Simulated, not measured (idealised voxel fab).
Name of the process module below: voxel gate over fins
cross-section cut | 245 nm wide | cells 5 nm
Each cross-section below is a grid of square cells, stated as bands in top-down order, with one or more rows of cells making up each band.
Quick guide to a band line: top height, bottom height (nm) up front; then every material left to right with its width in nm. Only one material and it's marked "edge to edge"? Then it fills the band edge to edge. And "blank" just means empty space.
Below 0: as-received wafer, all one material; heights counted from there. Lowest band: no bottom, goes on down, written "z 0 and below".
Graded width ("30 to 40"): value in top row of band = first number; value in bottom row = second number; row-to-row change constant.
Step note "no modifications" = no cross-section cell changed.
Basically, "Closed void table" tells you about the enclosed voids: empty spaces with no open way to the top, 8 cells or bigger, each written width x height at distance, where distance is from the left edge, all in nm.
That trailing text on a step's line, after the settings, is the simulator's own remark on the step.
overlay nm: right-of-plan distance of the mask on a masked step; negative values mean left-of-plan.

Process steps foreseen in the plan
| 1 | op RECEIVE | material Si |
| 2 | op CONFORMAL_DEP | material SiN | thk nm 5 |
| 3 | op PATTERN | tone cover | mask id FINS | material resist | width nm 15 | pitch nm 35 | thk nm 15 | overlay nm 0 |
| 4 | op DIRECTIONAL_ETCH | etch materials SiN | depth nm 5 |
| 5 | op DIRECTIONAL_ETCH | etch materials Si | depth nm 40 |
| 6 | op STRIP | etch materials resist |
| 7 | op FILL_DEP | material SiO2 | thk nm 10 |
| 8 | op CMP | height nm 5 |
| 9 | op SELECTIVE_ETCH | etch materials SiO2 | depth nm 15 |
| 10 | op STRIP | etch materials SiN |
| 11 | op CONFORMAL_DEP | material HfO2 | thk nm 5 |
| 12 | op CONFORMAL_DEP | material TiN | thk nm 5 |
| 13 | op FILL_DEP | material W | thk nm 15 |
| 14 | op CMP | height nm 20 |
| 15 | op CONFORMAL_DEP | material SiCN | thk nm 5 |

First wafer of two (run as planned)

Incoming wafer, cross-sectional view, post step 1
- z 0 and below | Si edge to edge
- Closed void table: none

So this is the wafer cross-section right after step 2
- z 5 to 0 | SiN edge to edge
- Beneath the level 0, the cross-section is identical to its previous state.

So this is the wafer cross-section right after step 3
- z 20 to 5 | 60 of blank / 15 of resist / 20 of blank / 15 of resist / 20 of blank / 15 of resist / 20 of blank / 15 of resist / 65 of blank
- Beneath the level 5, the cross-section is identical to its previous state.

So this is the wafer cross-section right after step 4
- z 20 to 5 | 60 of blank / 15 of resist / 20 of blank / 15 of resist / 20 of blank / 15 of resist / 20 of blank / 15 of resist / 65 of blank
- z 5 to 0 | 60 of blank / 15 of SiN / 20 of blank / 15 of SiN / 20 of blank / 15 of SiN / 20 of blank / 15 of SiN / 65 of blank
- Beneath the level 0, the cross-section is identical to its previous state.

So this is the wafer cross-section right after step 5
- z 20 to 5 | 60 of blank / 15 of resist / 20 of blank / 15 of resist / 20 of blank / 15 of resist / 20 of blank / 15 of resist / 65 of blank
- z 5 to 0 | 60 of blank / 15 of SiN / 20 of blank / 15 of SiN / 20 of blank / 15 of SiN / 20 of blank / 15 of SiN / 65 of blank
- z 0 to -40 | 60 of blank / 15 of Si / 20 of blank / 15 of Si / 20 of blank / 15 of Si / 20 of blank / 15 of Si / 65 of blank
- Beneath the level -40, the cross-section is identical to its previous state.

So this is the wafer cross-section right after step 6
- z 5 to 0 | 60 of blank / 15 of SiN / 20 of blank / 15 of SiN / 20 of blank / 15 of SiN / 20 of blank / 15 of SiN / 65 of blank
- Beneath the level 0, the cross-section is identical to its previous state.

So this is the wafer cross-section right after step 7
- z 15 to 5 | SiO2 edge to edge
- z 5 to 0 | 60 of SiO2 / 15 of SiN / 20 of SiO2 / 15 of SiN / 20 of SiO2 / 15 of SiN / 20 of SiO2 / 15 of SiN / 65 of SiO2
- z 0 to -40 | 60 of SiO2 / 15 of Si / 20 of SiO2 / 15 of Si / 20 of SiO2 / 15 of Si / 20 of SiO2 / 15 of Si / 65 of SiO2
- Beneath the level -40, the cross-section is identical to its previous state.

So this is the wafer cross-section right after step 8
- z 5 to 0 | 60 of SiO2 / 15 of SiN / 20 of SiO2 / 15 of SiN / 20 of SiO2 / 15 of SiN / 20 of SiO2 / 15 of SiN / 65 of SiO2
- Beneath the level 0, the cross-section is identical to its previous state.

So this is the wafer cross-section right after step 9
- z 5 to 0 | 60 of blank / 15 of SiN / 20 of blank / 15 of SiN / 20 of blank / 15 of SiN / 20 of blank / 15 of SiN / 65 of blank
- z 0 to -10 | 60 of blank / 15 of Si / 20 of blank / 15 of Si / 20 of blank / 15 of Si / 20 of blank / 15 of Si / 65 of blank
- Beneath the level -10, the cross-section is identical to its previous state.

So this is the wafer cross-section right after step 10
- z 0 to -10 | 60 of blank / 15 of Si / 20 of blank / 15 of Si / 20 of blank / 15 of Si / 20 of blank / 15 of Si / 65 of blank
- Beneath the level -10, the cross-section is identical to its previous state.

So this is the wafer cross-section right after step 11
- z 5 to 0 | 55 of blank / 25 of HfO2 / 10 of blank / 25 of HfO2 / 10 of blank / 25 of HfO2 / 10 of blank / 25 of HfO2 / 60 of blank
- z 0 to -5 | 55 of blank / 5 of HfO2 / 15 of Si / 5 of HfO2 / 10 of blank / 5 of HfO2 / 15 of Si / 5 of HfO2 / 10 of blank / 5 of HfO2 / 15 of Si / 5 of HfO2 / 10 of blank / 5 of HfO2 / 15 of Si / 5 of HfO2 / 60 of blank
- z -5 to -10 | 60 of HfO2 / 15 of Si / 20 of HfO2 / 15 of Si / 20 of HfO2 / 15 of Si / 20 of HfO2 / 15 of Si / 65 of HfO2
- Beneath the level -10, the cross-section is identical to its previous state.

So this is the wafer cross-section right after step 12
- z 10 to 5 | 50 of blank / 140 of TiN / 55 of blank
- z 5 to 0 | 50 of blank / 5 of TiN / 25 of HfO2 / 10 of TiN / 25 of HfO2 / 10 of TiN / 25 of HfO2 / 10 of TiN / 25 of HfO2 / 5 of TiN / 55 of blank
- z 0 to -5 | 55 of TiN / 5 of HfO2 / 15 of Si / 5 of HfO2 / 10 of TiN / 5 of HfO2 / 15 of Si / 5 of HfO2 / 10 of TiN / 5 of HfO2 / 15 of Si / 5 of HfO2 / 10 of TiN / 5 of HfO2 / 15 of Si / 5 of HfO2 / 60 of TiN
- Beneath the level -5, the cross-section is identical to its previous state.

So this is the wafer cross-section right after step 13
- z 25 to 10 | W edge to edge
- z 10 to 5 | 50 of W / 140 of TiN / 55 of W
- z 5 to 0 | 50 of W / 5 of TiN / 25 of HfO2 / 10 of TiN / 25 of HfO2 / 10 of TiN / 25 of HfO2 / 10 of TiN / 25 of HfO2 / 5 of TiN / 55 of W
- Beneath the level 0, the cross-section is identical to its previous state.

So this is the wafer cross-section right after step 14
- z 20 to 10 | W edge to edge
- Beneath the level 10, the cross-section is identical to its previous state.

So this is the wafer cross-section right after step 15
- z 25 to 20 | SiCN edge to edge
- Beneath the level 20, the cross-section is identical to its previous state.

Companion wafer, the second of two: same beginning, same intended sequence, one mistake in carrying it out; through step 10 inclusive it tracks the first exactly

Cross-section: second wafer, time at which step 11 was scheduled to end
- z 5 to 0 | 55 of blank / 25 of SiCN / 10 of blank / 25 of SiCN / 10 of blank / 25 of SiCN / 10 of blank / 25 of SiCN / 60 of blank
- z 0 to -5 | 55 of blank / 5 of SiCN / 15 of Si / 5 of SiCN / 10 of blank / 5 of SiCN / 15 of Si / 5 of SiCN / 10 of blank / 5 of SiCN / 15 of Si / 5 of SiCN / 10 of blank / 5 of SiCN / 15 of Si / 5 of SiCN / 60 of blank
- z -5 to -10 | 60 of SiCN / 15 of Si / 20 of SiCN / 15 of Si / 20 of SiCN / 15 of Si / 20 of SiCN / 15 of Si / 65 of SiCN
- Beneath the level -10, the cross-section is identical to its previous state.

Cross-section: second wafer, time at which step 12 was scheduled to end
- z 10 to 5 | 50 of blank / 140 of TiN / 55 of blank
- z 5 to 0 | 50 of blank / 5 of TiN / 25 of SiCN / 10 of TiN / 25 of SiCN / 10 of TiN / 25 of SiCN / 10 of TiN / 25 of SiCN / 5 of TiN / 55 of blank
- z 0 to -5 | 55 of TiN / 5 of SiCN / 15 of Si / 5 of SiCN / 10 of TiN / 5 of SiCN / 15 of Si / 5 of SiCN / 10 of TiN / 5 of SiCN / 15 of Si / 5 of SiCN / 10 of TiN / 5 of SiCN / 15 of Si / 5 of SiCN / 60 of TiN
- Beneath the level -5, the cross-section is identical to its previous state.

Cross-section: second wafer, time at which step 13 was scheduled to end
- z 25 to 10 | W edge to edge
- z 10 to 5 | 50 of W / 140 of TiN / 55 of W
- z 5 to 0 | 50 of W / 5 of TiN / 25 of SiCN / 10 of TiN / 25 of SiCN / 10 of TiN / 25 of SiCN / 10 of TiN / 25 of SiCN / 5 of TiN / 55 of W
- Beneath the level 0, the cross-section is identical to its previous state.

Cross-section: second wafer, time at which step 14 was scheduled to end
- z 20 to 10 | W edge to edge
- Beneath the level 10, the cross-section is identical to its previous state.

Cross-section: second wafer, time at which step 15 was scheduled to end
- z 25 to 20 | SiCN edge to edge
- Beneath the level 20, the cross-section is identical to its previous state.
Short version of what went wrong: off-plan run, step 11, actual operation and settings op CONFORMAL_DEP | material SiCN | thk nm 5
Final cells, second wafer relative to first, materials higher or lower: HfO2: 65 fewer; SiCN: 65 more
